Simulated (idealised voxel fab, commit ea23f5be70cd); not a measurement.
Process module in this document: voxel transistor to metal
We display cut, a cross-section 155 nm in width whose square cells are each 5 nm.
Cross-sections here: square-cell grids, written as top-down lists of bands, a band being one or more rows of cells.
Band: top height; bottom height; in nm. Then, left to right: material with width in nm, for each material. "edge to edge": a single material spanning edge to edge. "blank": empty space.
Height datum 0, below which the as-received substrate wafer is one material. Lowest band open at the bottom, running downward: "from 0 down".
Width spec "30->40" -> top row of cells at first value, bottom row at second value, equal per-row change in between.
Where a step carries "remained unchanged", the cross-section came out of it unchanged, cell for cell.
Entry "Internal closed voids". Content: empty spaces with no open connection to the top, size 8 cells or greater. Each: width x height at distance. Distance: from left edge. Unit: nm.
On a step's line, text after the settings is the simulator commenting on that step.
"overlay nm" denotes, for a step that has a mask, the displacement of the mask to the right of its planned place, with negative values corresponding to the left.
## These are the steps we planned for the process
1 op RECEIVE | material Si
2 op OXIDIZE | depth nm 5
3 op CONFORMAL_DEP | material SiN | thk nm 15
4 op DIRECTIONAL_DEP | material aC | thk nm 15
5 op PATTERN | tone cover | mask id ACTIVE | material resist | width nm 120 | thk nm 30 | overlay nm 0
6 op DIRECTIONAL_ETCH | etch materials aC | depth nm 15
7 op STRIP | etch materials resist
8 op DIRECTIONAL_ETCH | etch materials SiN | depth nm 15
9 op DIRECTIONAL_ETCH | etch materials SiO2 | depth nm 5
10 op DIRECTIONAL_ETCH | etch materials Si | depth nm 35
11 op STRIP | etch materials aC
12 op FILL_DEP | material SiO2 | thk nm 15
13 op CMP | height nm 15
14 op SELECTIVE_ETCH | etch materials SiO2 | depth nm 5
15 op STRIP | etch materials SiN
16 op SELECTIVE_ETCH | etch materials SiO2 | depth nm 5
17 op OXIDIZE | depth nm 5
18 op DIRECTIONAL_DEP | material polySi | thk nm 20
19 op DIRECTIONAL_DEP | material SiCN | thk nm 10
20 op MASKED_ETCH | tone cover | mask id GATE | width nm 30 | etch materials SiCN | depth nm 20 | overlay nm 0
21 op MASKED_ETCH | tone cover | mask id GATE | width nm 30 | etch materials polySi | depth nm 30 | overlay nm 0
22 op CONFORMAL_DEP | material SiO2 | thk nm 5
23 op DIRECTIONAL_ETCH | etch materials SiO2 | depth nm 5
24 op CONFORMAL_DEP | material SiN | thk nm 10
25 op DIRECTIONAL_ETCH | etch materials SiN | depth nm 10
26 op DIRECTIONAL_ETCH | etch materials SiO2 | depth nm 5
27 op DIRECTIONAL_ETCH | etch materials Si | depth nm 15
28 op EPI | material SiGe | thk nm 15
29 op FILL_DEP | material SiO2 | thk nm 10
30 op CMP | height nm 15
31 op STRIP | etch materials polySi
32 op SELECTIVE_ETCH | etch materials SiO2 | depth nm 5
33 op CONFORMAL_DEP | material HfO2 | thk nm 5
34 op CONFORMAL_DEP | material TiN | thk nm 5
35 op FILL_DEP | material W | thk nm 10
36 op CMP | height nm 10
37 op DIRECTIONAL_DEP | material SiO2 | thk nm 15
38 op DIRECTIONAL_DEP | material aC | thk nm 15
39 op PATTERN | tone open | mask id CONTACT | material resist | width nm 20 | pitch nm 80 | thk nm 30 | overlay nm 0
40 op DIRECTIONAL_ETCH | etch materials aC | depth nm 15
41 op STRIP | etch materials resist
42 op DIRECTIONAL_ETCH | etch materials SiO2 | depth nm 20
43 op STRIP | etch materials aC
44 op CONFORMAL_DEP | material TiN | thk nm 5
45 op FILL_DEP | material W | thk nm 5
46 op CMP | height nm 25
47 op DIRECTIONAL_DEP | material TiN | thk nm 5
48 op DIRECTIONAL_DEP | material W | thk nm 15
49 op MASKED_ETCH | tone cover | mask id METAL_1 | width nm 20 | pitch nm 80 | etch materials W | depth nm 15 | overlay nm 0
50 op MASKED_ETCH | tone cover | mask id METAL_1 | width nm 20 | pitch nm 80 | etch materials TiN | depth nm 5 | overlay nm -10
51 op FILL_DEP | material SiO2 | thk nm 5
52 op CMP | height nm 45
53 op CONFORMAL_DEP | material SiCN | thk nm 5
Don't read the plan's overlay nm for step 50 as applying to every wafer: that's the first wafer's value, and the wafers differ in it, though they all start identical.
## The first of several wafers, as received after step 1, seen in section
    from 0 down | Si edge to edge
    Internal closed voids: none
## first wafer at the end, after step 53
    from 50 to 45 | SiCN edge to edge
    from 45 to 30 | SiO2=25; W=20; SiO2=60; W=20; SiO2=30
    from 30 to 25 | SiO2=15; TiN=30; SiO2=50; TiN=30; SiO2=30
    from 25 to 10 | SiO2=25; TiN=5; W=10; TiN=5; SiO2=60; TiN=5; W=10; TiN=5; SiO2=30
    from 10 to 5 | SiO2=25; TiN=20; SiN=10; HfO2=5; TiN=5; W=20; TiN=5; HfO2=5; SiN=10; TiN=20; SiO2=30
    from 5 to 0 | SiO2=15; SiN=10; SiGe=20; SiN=10; HfO2=5; TiN=5; W=20; TiN=5; HfO2=5; SiN=10; SiGe=20; SiN=10; SiO2=20
    from 0 to -5 | SiO2=15; SiN=10; SiGe=20; SiN=10; HfO2=5; TiN=30; HfO2=5; SiN=10; SiGe=20; SiN=10; SiO2=20
    from -5 to -10 | SiO2=25; SiGe=20; SiO2=10; HfO2=40; SiO2=10; SiGe=20; SiO2=30
    from -10 to -25 | SiO2=15; Si=10; SiGe=20; Si=60; SiGe=20; Si=10; SiO2=20
    from -25 to -40 | SiO2=15; Si=120; SiO2=20
    from -40 down | Si edge to edge
    Internal closed voids: none
## Sectional view of the last wafer upon completion of the module
    from 50 to 45 | SiCN edge to edge
    from 45 to 30 | SiO2=25; W=20; SiO2=60; W=20; SiO2=30
    from 30 to 25 | SiO2=25; TiN=35; SiO2=45; TiN=35; SiO2=15
    from 25 to 10 | SiO2=25; TiN=5; W=10; TiN=5; SiO2=60; TiN=5; W=10; TiN=5; SiO2=30
    from 10 to 5 | SiO2=25; TiN=20; SiN=10; HfO2=5; TiN=5; W=20; TiN=5; HfO2=5; SiN=10; TiN=20; SiO2=30
    from 5 to 0 | SiO2=15; SiN=10; SiGe=20; SiN=10; HfO2=5; TiN=5; W=20; TiN=5; HfO2=5; SiN=10; SiGe=20; SiN=10; SiO2=20
    from 0 to -5 | SiO2=15; SiN=10; SiGe=20; SiN=10; HfO2=5; TiN=30; HfO2=5; SiN=10; SiGe=20; SiN=10; SiO2=20
    from -5 to -10 | SiO2=25; SiGe=20; SiO2=10; HfO2=40; SiO2=10; SiGe=20; SiO2=30
    from -10 to -25 | SiO2=15; Si=10; SiGe=20; Si=60; SiGe=20; Si=10; SiO2=20
    from -25 to -40 | SiO2=15; Si=120; SiO2=20
    from -40 down | Si edge to edge
    Internal closed voids: none
## Per wafer, end of module: cells gained (+) or lost (-) per material since receipt, then closed voids
overlay nm -10, +14 HfO2, -128 Si, +31 SiCN, +48 SiGe, +20 SiN, +239 SiO2, +42 TiN, +44 W, Internal closed voids: none
overlay nm -5, +14 HfO2, -128 Si, +31 SiCN, +48 SiGe, +20 SiN, +241 SiO2, +40 TiN, +44 W, Internal closed voids: none
overlay nm 0, +14 HfO2, -128 Si, +31 SiCN, +48 SiGe, +20 SiN, +243 SiO2, +38 TiN, +44 W, Internal closed voids: none
overlay nm 5, +14 HfO2, -128 Si, +31 SiCN, +48 SiGe, +20 SiN, +241 SiO2, +40 TiN, +44 W, Internal closed voids: none
overlay nm 10, +14 HfO2, -128 Si, +31 SiCN, +48 SiGe, +20 SiN, +239 SiO2, +42 TiN, +44 W, Internal closed voids: none
overlay nm 15, +14 HfO2, -128 Si, +31 SiCN, +48 SiGe, +20 SiN, +237 SiO2, +44 TiN, +44 W, Internal closed voids: none
